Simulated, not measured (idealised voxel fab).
process module | voxel released beams
cross-section cut | 200 nm wide | cells 5 nm
A cross-section is a grid of square cells, given in bands from the top down. A band is one or more rows of cells.
Each band's line starts with the height of the band's top and of its bottom, in nm. Then come its materials from left to right, each with its width in nm. One material with "throughout" fills the band from edge to edge. "air" is empty space.
Height 0 is the level under which the wafer as received is all one material. The lowest band goes on downwards, as in "0 down".
A width such as "30 to 40" changes by the same amount from each row of cells to the next, from the band's top row to its bottom row.
"no change" after a step means that no cell of the cross-section changed.
closed voids: empty space of 8 cells or more with no open way to the top, each as width x height at its distance from the left edge, in nm
after a step's settings: what the simulator itself notes on the step
overlay nm, on a step with a mask: how far to the right of its planned place the mask lay; to the left if negative
plan
1 op RECEIVE | material Si
2 op CONFORMAL_DEP | material Al2O3 | thk nm 10
3 op DIRECTIONAL_DEP | material SiO2 | thk nm 20
4 op MASKED_ETCH | tone open | mask id ANCHOR | width nm 25 | etch materials SiO2 | depth nm 20 | overlay nm 0
5 op CONFORMAL_DEP | material polySi | thk nm 10
6 op MASKED_ETCH | tone cover | mask id BEAM | width nm 75 | etch materials polySi | depth nm 10 | overlay nm 0
7 op STRIP | etch materials SiO2
as received, after step 1
  0 down: Si throughout
  closed voids: none
a wafer at the end: this start, this plan, one mistake
  35 to 30: air 60 | polySi 10 | air 15 | polySi 50 | air 65
  30 to 15: air 65 | polySi 5 | air 15 | polySi 5 | air 110
  15 to 10: air 65 | polySi 25 | air 110
  10 to 0: Al2O3 throughout
  0 down: Si throughout
  closed voids: none
what went wrong: step 5 ran as: op CONFORMAL_DEP | material polySi | thk nm 5
